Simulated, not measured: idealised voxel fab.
The process module presented herein is designated voxel transistor to metal.
Section cut is 300 nm wide and gridded with 5 nm square cells.
Bands, listed from the top down, are how a cross-section gets written in this document; the cross-section itself is a grid of square cells, and a band is one or more rows of them. The band entry comprises the height of the band's top followed by the height of its bottom, expressed in nm, and subsequently the band's materials from left to right, each stated together with its width in nm. Where a single material is marked with the word "all across", that material fills the band from edge to edge. The word "empty" represents empty space. Counting heights begins at 0, where everything beneath is, in the wafer as received, one material. The lowest band has no bottom; it goes on downwards, as "0..down" shows. Width "30 to 40": first value at the band's top row of cells, second value at its bottom row, equal change from row to row. The designation "remained unchanged", where it is given for a processing step, indicates that no cell of the cross-section was altered in the course of that step. Enclosed voids (no open way to top), threshold 8 cells or more, entry "Enclosed internal voids", notation width x height at distance, distance from left edge, nm. If you see something after the settings on a step's line, that's the simulator's own remark about that step. overlay nm, on a step with a mask: how far to the right of its planned place the mask lay; to the left if negative.
[Process steps (planned)]
1,RECEIVE,material Si
2,CONFORMAL_DEP,material SiO2,thk nm 5
3,CONFORMAL_DEP,material SiN,thk nm 15
4,PATTERN,tone cover,mask id ACTIVE,material resist,width nm 100,pitch nm 125,thk nm 15,overlay nm 0
5,DIRECTIONAL_ETCH,etch materials SiN,depth nm 15
6,DIRECTIONAL_ETCH,etch materials SiO2,depth nm 5
7,DIRECTIONAL_ETCH,etch materials Si,depth nm 20
8,STRIP,etch materials resist
9,FILL_DEP,material SiO2,thk nm 10
10,CMP,height nm 20
11,SELECTIVE_ETCH,etch materials SiO2,depth nm 15
12,STRIP,etch materials SiN
13,SELECTIVE_ETCH,etch materials SiO2,depth nm 5
14,OXIDIZE,depth nm 5
15,DIRECTIONAL_DEP,material polySi,thk nm 30
16,DIRECTIONAL_DEP,material SiCN,thk nm 10
17,PATTERN,tone cover,mask id GATE,material resist,width nm 20,pitch nm 125,thk nm 20,overlay nm 0
18,DIRECTIONAL_ETCH,etch materials SiCN,depth nm 20
19,DIRECTIONAL_ETCH,etch materials polySi,depth nm 40
20,STRIP,etch materials resist
21,CONFORMAL_DEP,material SiO2,thk nm 5
22,DIRECTIONAL_ETCH,etch materials SiO2,depth nm 5
23,CONFORMAL_DEP,material SiN,thk nm 5
24,DIRECTIONAL_ETCH,etch materials SiN,depth nm 5
25,DIRECTIONAL_ETCH,etch materials SiO2,depth nm 5
26,DIRECTIONAL_ETCH,etch materials Si,depth nm 10
27,EPI,material pSi,thk nm 15
28,FILL_DEP,material SiO2,thk nm 10
29,CMP,height nm 40
30,DIRECTIONAL_DEP,material SiO2,thk nm 10
31,PATTERN,tone open,mask id CONTACT,material resist,width nm 30,thk nm 20,overlay nm 0
32,DIRECTIONAL_ETCH,etch materials SiO2,depth nm 50
33,STRIP,etch materials resist
34,CONFORMAL_DEP,material TiN,thk nm 5
35,FILL_DEP,material Ru,thk nm 5
36,CMP,height nm 50
37,DIRECTIONAL_DEP,material TiN,thk nm 5
38,DIRECTIONAL_DEP,material W,thk nm 25
39,DIRECTIONAL_DEP,material aC,thk nm 10
40,PATTERN,tone cover,mask id METAL_1,material resist,width nm 15,thk nm 30,overlay nm 0
41,DIRECTIONAL_ETCH,etch materials aC,depth nm 10
42,STRIP,etch materials resist
43,DIRECTIONAL_ETCH,etch materials W,depth nm 25
44,DIRECTIONAL_ETCH,etch materials TiN,depth nm 5
45,STRIP,etch materials aC
46,CONFORMAL_DEP,material SiCN,thk nm 5
47,FILL_DEP,material SiO2,thk nm 10
48,CMP,height nm 80
49,CONFORMAL_DEP,material SiCN,thk nm 5
[So this is the incoming wafer in cross-section - it's already been through step 1]
> 0..down: Si all across
> Enclosed internal voids: none
[first wafer at the end, as planned]
> 85..80: SiCN all across
> 80..55: 35 nm SiO2; 5 nm SiCN; 15 nm W; 5 nm SiCN; 50 nm SiO2; 5 nm SiCN; 15 nm W; 5 nm SiCN; 25 nm SiO2; 5 nm SiCN; 15 nm W; 5 nm SiCN; 50 nm SiO2; 5 nm SiCN; 15 nm W; 5 nm SiCN; 40 nm SiO2
> 55..50: 40 nm SiCN; 15 nm TiN; 60 nm SiCN; 15 nm TiN; 35 nm SiCN; 15 nm TiN; 60 nm SiCN; 15 nm TiN; 45 nm SiCN
> 50..40: 40 nm SiO2; 5 nm TiN; 20 to 15 nm Ru; 5 to 10 nm TiN; 30 nm SiO2; 5 to 10 nm TiN; 20 to 15 nm Ru; 5 nm TiN; 35 nm SiO2; 5 nm TiN; 20 to 15 nm Ru; 5 to 10 nm TiN; 30 nm SiO2; 5 to 10 nm TiN; 20 to 15 nm Ru; 5 nm TiN; 45 nm SiO2
> 40..30: 40 nm SiO2; 5 nm TiN; 15 nm Ru; 5 nm TiN; 5 nm SiN; 5 nm SiO2; 20 nm SiCN; 5 nm SiO2; 5 nm SiN; 5 nm TiN; 15 nm Ru; 5 nm TiN; 35 nm SiO2; 5 nm TiN; 15 nm Ru; 5 nm TiN; 5 nm SiN; 5 nm SiO2; 20 nm SiCN; 5 nm SiO2; 5 nm SiN; 5 nm TiN; 15 nm Ru; 5 nm TiN; 45 nm SiO2
> 30..15: 40 nm SiO2; 5 nm TiN; 15 nm Ru; 5 nm TiN; 5 nm SiN; 5 nm SiO2; 20 nm polySi; 5 nm SiO2; 5 nm SiN; 5 nm TiN; 15 nm Ru; 5 nm TiN; 35 nm SiO2; 5 nm TiN; 15 nm Ru; 5 nm TiN; 5 nm SiN; 5 nm SiO2; 20 nm polySi; 5 nm SiO2; 5 nm SiN; 5 nm TiN; 15 nm Ru; 5 nm TiN; 45 nm SiO2
> 15..10: 40 nm SiO2; 25 nm TiN; 5 nm SiN; 5 nm SiO2; 20 nm polySi; 5 nm SiO2; 5 nm SiN; 25 nm TiN; 35 nm SiO2; 25 nm TiN; 5 nm SiN; 5 nm SiO2; 20 nm polySi; 5 nm SiO2; 5 nm SiN; 25 nm TiN; 45 nm SiO2
> 10..0: 40 nm SiO2; 10 nm TiN; 15 nm pSi; 5 nm SiN; 5 nm SiO2; 20 nm polySi; 5 nm SiO2; 5 nm SiN; 15 nm pSi; 10 nm TiN; 35 nm SiO2; 10 nm TiN; 15 nm pSi; 5 nm SiN; 5 nm SiO2; 20 nm polySi; 5 nm SiO2; 5 nm SiN; 15 nm pSi; 10 nm TiN; 45 nm SiO2
> 0..-5: 30 nm SiO2; 35 nm pSi; 40 nm SiO2; 35 nm pSi; 15 nm SiO2; 35 nm pSi; 40 nm SiO2; 35 nm pSi; 35 nm SiO2
> -5..-15: 35 nm SiO2; 30 nm pSi; 40 nm Si; 30 nm pSi; 25 nm SiO2; 30 nm pSi; 40 nm Si; 30 nm pSi; 40 nm SiO2
> -15..-20: 35 nm SiO2; 100 nm Si; 25 nm SiO2; 100 nm Si; 40 nm SiO2
> -20..down: Si all across
> Enclosed internal voids: none
[What the second wafer looks like in cross-section once the module is done. Its start and its plan matched the first wafer's exactly; what differed was one mistake in how it was run]
> 85..80: SiCN all across
> 80..75: 40 nm SiCN; 15 nm TiN; 60 nm SiCN; 15 nm TiN; 35 nm SiCN; 15 nm TiN; 60 nm SiCN; 15 nm TiN; 45 nm SiCN
> 75..50: W all across
> 50..40: 40 nm SiO2; 5 nm TiN; 20 to 15 nm Ru; 5 to 10 nm TiN; 30 nm SiO2; 5 to 10 nm TiN; 20 to 15 nm Ru; 5 nm TiN; 35 nm SiO2; 5 nm TiN; 20 to 15 nm Ru; 5 to 10 nm TiN; 30 nm SiO2; 5 to 10 nm TiN; 20 to 15 nm Ru; 5 nm TiN; 45 nm SiO2
> 40..30: 40 nm SiO2; 5 nm TiN; 15 nm Ru; 5 nm TiN; 5 nm SiN; 5 nm SiO2; 20 nm SiCN; 5 nm SiO2; 5 nm SiN; 5 nm TiN; 15 nm Ru; 5 nm TiN; 35 nm SiO2; 5 nm TiN; 15 nm Ru; 5 nm TiN; 5 nm SiN; 5 nm SiO2; 20 nm SiCN; 5 nm SiO2; 5 nm SiN; 5 nm TiN; 15 nm Ru; 5 nm TiN; 45 nm SiO2
> 30..15: 40 nm SiO2; 5 nm TiN; 15 nm Ru; 5 nm TiN; 5 nm SiN; 5 nm SiO2; 20 nm polySi; 5 nm SiO2; 5 nm SiN; 5 nm TiN; 15 nm Ru; 5 nm TiN; 35 nm SiO2; 5 nm TiN; 15 nm Ru; 5 nm TiN; 5 nm SiN; 5 nm SiO2; 20 nm polySi; 5 nm SiO2; 5 nm SiN; 5 nm TiN; 15 nm Ru; 5 nm TiN; 45 nm SiO2
> 15..10: 40 nm SiO2; 25 nm TiN; 5 nm SiN; 5 nm SiO2; 20 nm polySi; 5 nm SiO2; 5 nm SiN; 25 nm TiN; 35 nm SiO2; 25 nm TiN; 5 nm SiN; 5 nm SiO2; 20 nm polySi; 5 nm SiO2; 5 nm SiN; 25 nm TiN; 45 nm SiO2
> 10..0: 40 nm SiO2; 10 nm TiN; 15 nm pSi; 5 nm SiN; 5 nm SiO2; 20 nm polySi; 5 nm SiO2; 5 nm SiN; 15 nm pSi; 10 nm TiN; 35 nm SiO2; 10 nm TiN; 15 nm pSi; 5 nm SiN; 5 nm SiO2; 20 nm polySi; 5 nm SiO2; 5 nm SiN; 15 nm pSi; 10 nm TiN; 45 nm SiO2
> 0..-5: 30 nm SiO2; 35 nm pSi; 40 nm SiO2; 35 nm pSi; 15 nm SiO2; 35 nm pSi; 40 nm SiO2; 35 nm pSi; 35 nm SiO2
> -5..-15: 35 nm SiO2; 30 nm pSi; 40 nm Si; 30 nm pSi; 25 nm SiO2; 30 nm pSi; 40 nm Si; 30 nm pSi; 40 nm SiO2
> -15..-20: 35 nm SiO2; 100 nm Si; 25 nm SiO2; 100 nm Si; 40 nm SiO2
> -20..down: Si all across
> Enclosed internal voids: none
Plan not followed: steps 37 and 38 run out of order (swapped)
Count the cells at the end and the second wafer has more or fewer of some materials than the first: SiCN -40 | SiO2 -200 | W +240
